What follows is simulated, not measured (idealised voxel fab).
process module | voxel tone inversion
cross-section cut | 295 nm wide | cells 5 nm
A cross-section is a grid of square cells, given in bands from the top down. A band is one or more rows of cells.
Each band's line starts with the height of the band's top and of its bottom, in nm. Then come its materials from left to right, each with its width in nm. One material with "throughout" fills the band from edge to edge. "air" is empty space.
Height 0 is the level under which the wafer as received is all one material. The lowest band goes on downwards, as in "0 down".
A width such as "30 to 40" changes by the same amount from each row of cells to the next, from the band's top row to its bottom row.
"no change" after a step means that no cell of the cross-section changed.
closed voids: empty space of 8 cells or more with no open way to the top, each as width x height at its distance from the left edge, in nm
after a step's settings: what the simulator itself notes on the step
overlay nm, on a step with a mask: how far to the right of its planned place the mask lay; to the left if negative
plan
1 op RECEIVE | material Si
2 op CONFORMAL_DEP | material SiN | thk nm 10
3 op DIRECTIONAL_DEP | material polySi | thk nm 20
4 op PATTERN | tone cover | mask id POSTS | material resist | width nm 20 | pitch nm 50 | thk nm 30 | overlay nm 0
5 op DIRECTIONAL_ETCH | etch materials polySi | depth nm 20
6 op STRIP | etch materials resist
7 op FILL_DEP | material lowk | thk nm 10
8 op CMP | height nm 30
9 op STRIP | etch materials polySi
10 op CONFORMAL_DEP | material TiN | thk nm 5
11 op FILL_DEP | material Ru | thk nm 5
12 op CMP | height nm 30
13 op CONFORMAL_DEP | material SiCN | thk nm 5
first wafer, as planned
as received, after step 1
  0 down: Si throughout
  closed voids: none
after step 2
  10 to 0: SiN throughout
  below 0: unchanged
after step 3
  30 to 10: polySi throughout
  below 10: unchanged
after step 4
  60 to 30: air 110 | resist 20 | air 30 | resist 20 | air 115
  below 30: unchanged
after step 5
  60 to 30: air 110 | resist 20 | air 30 | resist 20 | air 115
  30 to 10: air 110 | polySi 20 | air 30 | polySi 20 | air 115
  below 10: unchanged
after step 6
  30 to 10: air 110 | polySi 20 | air 30 | polySi 20 | air 115
  below 10: unchanged
after step 7
  40 to 30: lowk throughout
  30 to 10: lowk 110 | polySi 20 | lowk 30 | polySi 20 | lowk 115
  below 10: unchanged
after step 8
  30 to 10: lowk 110 | polySi 20 | lowk 30 | polySi 20 | lowk 115
  below 10: unchanged
after step 9
  30 to 10: lowk 110 | air 20 | lowk 30 | air 20 | lowk 115
  below 10: unchanged
after step 10
  35 to 30: TiN 115 | air 10 | TiN 40 | air 10 | TiN 120
  30 to 15: lowk 110 | TiN 5 | air 10 | TiN 5 | lowk 30 | TiN 5 | air 10 | TiN 5 | lowk 115
  15 to 10: lowk 110 | TiN 20 | lowk 30 | TiN 20 | lowk 115
  below 10: unchanged
after step 11
  40 to 35: Ru throughout
  35 to 30: TiN 115 | Ru 10 | TiN 40 | Ru 10 | TiN 120
  30 to 15: lowk 110 | TiN 5 | Ru 10 | TiN 5 | lowk 30 | TiN 5 | Ru 10 | TiN 5 | lowk 115
  below 15: unchanged
after step 12
  30 to 15: lowk 110 | TiN 5 | Ru 10 | TiN 5 | lowk 30 | TiN 5 | Ru 10 | TiN 5 | lowk 115
  below 15: unchanged
after step 13
  35 to 30: SiCN throughout
  below 30: unchanged
second wafer: like start, like plan, one mistake. Through step 1 it matches the first wafer
when step 2 should have ended: no change
when step 3 should have ended
  20 to 0: polySi throughout
  below 0: unchanged
when step 4 should have ended
  50 to 20: air 110 | resist 20 | air 30 | resist 20 | air 115
  below 20: unchanged
when step 5 should have ended
  50 to 20: air 110 | resist 20 | air 30 | resist 20 | air 115
  20 to 0: air 110 | polySi 20 | air 30 | polySi 20 | air 115
  below 0: unchanged
when step 6 should have ended
  20 to 0: air 110 | polySi 20 | air 30 | polySi 20 | air 115
  below 0: unchanged
when step 7 should have ended
  30 to 20: lowk throughout
  20 to 0: lowk 110 | polySi 20 | lowk 30 | polySi 20 | lowk 115
  below 0: unchanged
when step 8 should have ended: no change
when step 9 should have ended: no change
when step 10 should have ended
  35 to 30: TiN throughout
  below 30: unchanged
when step 11 should have ended
  40 to 35: Ru throughout
  below 35: unchanged
when step 12 should have ended
  30 to 20: lowk throughout
  below 20: unchanged
when step 13 should have ended
  35 to 30: SiCN throughout
  below 30: unchanged
what went wrong: step 2 was left out
at the end the second wafer has, in cells: 12 fewer of Ru | 118 fewer of SiN | 20 fewer of TiN | 118 more of lowk | 32 more of polySi
